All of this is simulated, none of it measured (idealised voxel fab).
Title: Process Module voxel tone inversion
Cross-section cut: width 150 nm, square cells of 5 nm.
How to read a cross-section here: the picture is a grid of square cells, written as bands going from the top down, and any band can span one or more rows of cells. Top, bottom (nm), then materials left to right with widths (nm); lone material tagged "everywhere" fills the whole band edge to edge; "empty" = empty space. Convention: height 0 is the level below which the wafer, as received, is all one material. The lowest band does not terminate at the bottom but continues downward, represented as "0 -> down". Top row gets the first number, bottom row gets the second, and each row in between changes by the same step: that is how a band width like "30->40" works. Reading "no modification" for a step: not a cell of the cross-section changed in it. Closed-off voids of 8+ cells (no open route to the top) go in "Closed void table", written width x height at distance from the left edge, in nm. What comes after the settings on a step's line is commentary from the simulator itself on that step. "overlay nm" on a masked step: distance the mask lay right of its planned place, negative for left.
### The steps planned for the process are as follows
1,op RECEIVE | material Si
2,op CONFORMAL_DEP | material SiCN | thk nm 5
3,op DIRECTIONAL_DEP | material polySi | thk nm 20
4,op PATTERN | tone cover | mask id POSTS | material resist | width nm 15 | pitch nm 30 | thk nm 25 | overlay nm 0
5,op DIRECTIONAL_ETCH | etch materials polySi | depth nm 20
6,op STRIP | etch materials resist
7,op FILL_DEP | material lowk | thk nm 10
8,op CMP | height nm 25
9,op STRIP | etch materials polySi
10,op CONFORMAL_DEP | material TiN | thk nm 5
11,op FILL_DEP | material W | thk nm 5
12,op CMP | height nm 25
13,op CONFORMAL_DEP | material SiCN | thk nm 5
### Received-state cross-section, reflecting completion of step 1
* 0 -> down | Si everywhere
* Closed void table: none
### Post-module cross-section: identical start and plan to those above, one misstep in execution
* 30 -> 25 | SiCN everywhere
* 25 -> 10 | lowk 45  TiN 5  W 5  TiN 5  lowk 15  TiN 5  W 5  TiN 5  lowk 60
* 10 -> 5 | lowk 45  TiN 15  lowk 15  TiN 15  lowk 60
* 5 -> 0 | SiCN everywhere
* 0 -> down | Si everywhere
* Closed void table: none
What was the processing mistake? so step 4 ended up running with a different setting than we planned, it ran as op PATTERN | tone cover | mask id POSTS | material resist | width nm 15 | pitch nm 30 | thk nm 25 | overlay nm -5
